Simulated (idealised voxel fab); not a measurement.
A process module follows: voxel ribs on slabs.
Pictured: cross-section cut, 150 nm wide, on a grid of 5 nm square cells.
Heads up, the way a cross-section reads in here is a grid of square cells, handed over as bands from the top down, with every band being one or more rows of cells.
Heads up on the band format: heights come first, top then bottom, in nm. After that it's the materials left to right, each with its width in nm. A single material flagged "full width" fills the whole band edge to edge, and "blank" means there's empty space there.
It should be noted that heights are counted from 0, beneath which the wafer as supplied is of one material throughout, and that the lowest band possesses no lower boundary but continues downward, as written in "0 nm and below".
A width given as "30 to 40" starts at the first number in the band's top row and ends at the second number in its bottom row, shifting by an equal amount at every step from row to row.
The cross-section has no changed cell in any step marked "same as before".
Voids not open to the top, 8 cells minimum: see "Enclosed cavities". Written width x height at distance; distance is from the left edge; nm.
Post-settings text on a step line: simulator's own remark regarding the step.
overlay nm, on a step with a mask: how far to the right of its planned place the mask lay; to the left if negative
List of planned process steps:
| 1 | RECEIVE,material Si |
| 2 | DIRECTIONAL_DEP,material SiO2,thk nm 20 |
| 3 | DIRECTIONAL_DEP,material SiN,thk nm 25 |
| 4 | MASKED_ETCH,tone cover,mask id RIB,width nm 25,etch materials SiN,depth nm 15,overlay nm 0 |
| 5 | MASKED_ETCH,tone cover,mask id SLAB,width nm 75,etch materials SiN,depth nm 10,overlay nm 0 |
| 6 | FILL_DEP,material SiO2,thk nm 15 |
| 7 | CMP,height nm 55 |
| 8 | DIRECTIONAL_DEP,material W,thk nm 10 |
| 9 | DIRECTIONAL_DEP,material aC,thk nm 15 |
| 10 | PATTERN,tone cover,mask id HEATER,material resist,width nm 35,thk nm 30,overlay nm 0 |
| 11 | DIRECTIONAL_ETCH,etch materials aC,depth nm 15 |
| 12 | STRIP,etch materials resist |
| 13 | DIRECTIONAL_ETCH,etch materials W,depth nm 10 |
| 14 | STRIP,etch materials aC |
| 15 | CONFORMAL_DEP,material SiO2,thk nm 5 |
Cross-section: wafer on arrival = after step 1:
	0 nm and below  Si full width
	Enclosed cavities: none
Module complete - cross-section of the first of two wafers, run according to plan:
	70 nm to 65 nm  50 of blank, then 45 of SiO2, then 55 of blank
	65 nm to 60 nm  50 of blank, then 5 of SiO2, then 35 of W, then 5 of SiO2, then 55 of blank
	60 nm to 55 nm  55 of SiO2, then 35 of W, then 60 of SiO2
	55 nm to 45 nm  SiO2 full width
	45 nm to 30 nm  60 of SiO2, then 25 of SiN, then 65 of SiO2
	30 nm to 20 nm  35 of SiO2, then 75 of SiN, then 40 of SiO2
	20 nm to 0 nm  SiO2 full width
	0 nm and below  Si full width
	Enclosed cavities: none
So this is wafer number two of the two, cut at the end of the module - it started where the first did and had the same plan, we just got one thing wrong running it:
	70 nm to 65 nm  50 of blank, then 45 of SiO2, then 55 of blank
	65 nm to 60 nm  50 of blank, then 5 of SiO2, then 35 of W, then 5 of SiO2, then 55 of blank
	60 nm to 55 nm  55 of SiO2, then 35 of W, then 60 of SiO2
	55 nm to 45 nm  SiO2 full width
	45 nm to 30 nm  60 of SiO2, then 25 of SiN, then 65 of SiO2
	30 nm to 20 nm  45 of SiO2, then 75 of SiN, then 30 of SiO2
	20 nm to 0 nm  SiO2 full width
	0 nm and below  Si full width
	Enclosed cavities: none
what went wrong: contrary to plan, step 5 was performed as MASKED_ETCH,tone cover,mask id SLAB,width nm 75,etch materials SiN,depth nm 10,overlay nm 10
At the close, every material occupies the same number of cells on the second wafer as on the first, only in different positions.
